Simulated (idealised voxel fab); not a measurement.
voxel spacer lines: a process module
Xsec cut, 220 nm wide, square cell size 5 nm.
In this document a cross-section is written as a grid of square cells. It is given as a series of bands, listed from the top down, and a band is one or more rows of cells.
Heads up on the band format: heights come first, top then bottom, in nm. After that it's the materials left to right, each with its width in nm. A single material flagged "everywhere" fills the whole band edge to edge, and "empty" means there's empty space there.
Convention: height 0 is the level below which the wafer, as received, is all one material. The lowest band does not terminate at the bottom but continues downward, represented as "0 down".
A width such as "30 to 40" changes by the same amount from each row of cells to the next, from the band's top row to its bottom row.
Where the words "nothing was modified" appear for a step, the cross-section shows no cell changed by that step; every cell remained as before.
Entry "Trapped cavities". Content: empty spaces with no open connection to the top, size 8 cells or greater. Each: width x height at distance. Distance: from left edge. Unit: nm.
On a step's line, text after the settings is the simulator commenting on that step.
A step line may carry the setting "overlay nm", which, for steps involving a mask, states the distance by which the mask lay to the right of its intended position; negative values denote displacement to the left.

Intended process steps:
1) RECEIVE (material Si)
2) CONFORMAL_DEP (material Al2O3; thk nm 10)
3) DIRECTIONAL_DEP (material SiN; thk nm 10)
4) DIRECTIONAL_DEP (material aC; thk nm 25)
5) PATTERN (tone cover; mask id MANDREL; material resist; width nm 15; pitch nm 60; thk nm 30; overlay nm -15)
6) DIRECTIONAL_ETCH (etch materials aC; depth nm 25)
7) STRIP (etch materials resist)
8) CONFORMAL_DEP (material SiO2; thk nm 15)
9) DIRECTIONAL_ETCH (etch materials SiO2; depth nm 15)
10) STRIP (etch materials aC)
11) DIRECTIONAL_ETCH (etch materials SiN; depth nm 10)
12) STRIP (etch materials SiO2)
13) FILL_DEP (material SiO2; thk nm 5)
14) CMP (height nm 20)
Split variable: overlay nm, step 5. Plan value = first wafer. Wafers start alike.

Cross-section, first of several wafers, as delivered after step 1:
> 0 down: Si everywhere
> Trapped cavities: none

Where each wafer stands at the end of the module, a row apiece: cells of each material gained (+) or lost (-) since it was received, then closed voids:
overlay nm -15; +88 Al2O3; +36 SiN; +52 SiO2; Trapped cavities: none
overlay nm -10; +88 Al2O3; +36 SiN; +52 SiO2; Trapped cavities: none
overlay nm -5; +88 Al2O3; +36 SiN; +52 SiO2; Trapped cavities: none
overlay nm 0; +88 Al2O3; +36 SiN; +52 SiO2; Trapped cavities: none
overlay nm 5; +88 Al2O3; +36 SiN; +52 SiO2; Trapped cavities: none
overlay nm 10; +88 Al2O3; +36 SiN; +52 SiO2; Trapped cavities: none
overlay nm 15; +88 Al2O3; +36 SiN; +52 SiO2; Trapped cavities: none
